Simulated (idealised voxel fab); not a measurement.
Herein follows the process module entitled voxel quadruple lines.
The cross-section shown here is cut; it is 260 nm wide and divided into square cells measuring 5 nm on a side.
Cross-section spec: square-cell grid; bands listed top down; each band is one or more rows. Look at the band entry: it leads with the top's height and the bottom's height in nm. Then it lists the materials left to right, with a width in nm for each. The word "edge to edge" on a single material says that material fills the band edge to edge. The word "empty" is empty space. Below 0: as-received wafer, all one material; heights counted from there. Lowest band: no bottom, goes on down, written "0 -> down". Graded width ("30 to 40"): value in top row of band = first number; value in bottom row = second number; row-to-row change constant. "nothing was modified" (step): cross-section cells unchanged, all of them. Basically, "Trapped voids" tells you about the enclosed voids: empty spaces with no open way to the top, 8 cells or bigger, each written width x height at distance, where distance is from the left edge, all in nm. after a step's settings: what the simulator itself notes on the step. The setting "overlay nm" may be written on the line of a step. When the step uses a mask, the value reports how far to the right of the planned place the mask lay, and a negative value reports that it lay to the left.
## This section lists the process steps that were planned
1) op RECEIVE | material Si
2) op CONFORMAL_DEP | material Al2O3 | thk nm 5
3) op DIRECTIONAL_DEP | material W | thk nm 15
4) op DIRECTIONAL_DEP | material polySi | thk nm 20
5) op DIRECTIONAL_DEP | material aC | thk nm 20
6) op PATTERN | tone cover | mask id MANDREL | material resist | width nm 20 | thk nm 30 | overlay nm 0
7) op DIRECTIONAL_ETCH | etch materials aC | depth nm 20
8) op STRIP | etch materials resist
9) op CONFORMAL_DEP | material SiO2 | thk nm 10
10) op DIRECTIONAL_ETCH | etch materials SiO2 | depth nm 10
11) op STRIP | etch materials aC
12) op DIRECTIONAL_ETCH | etch materials polySi | depth nm 20
13) op STRIP | etch materials SiO2
14) op CONFORMAL_DEP | material SiCN | thk nm 5
15) op DIRECTIONAL_ETCH | etch materials SiCN | depth nm 5
16) op STRIP | etch materials polySi
17) op DIRECTIONAL_ETCH | etch materials W | depth nm 15
18) op STRIP | etch materials SiCN
## Cross-section of the wafer upon arrival, representing the state reached after step 1
    0 -> down | Si edge to edge
    Trapped voids: none
## Here's the wafer cut in cross-section after the module, started and planned just like above, except one thing was done wrong in the run
    20 -> 5 | empty 110 nm | W 5 nm | empty 10 nm | W 5 nm | empty 5 nm | W 5 nm | empty 10 nm | W 5 nm | empty 105 nm
    5 -> 0 | Al2O3 edge to edge
    0 -> down | Si edge to edge
    Trapped voids: none
Plan not followed: so step 6 ended up running with a different setting than we planned, it ran as op PATTERN | tone cover | mask id MANDREL | material resist | width nm 15 | thk nm 30 | overlay nm 0
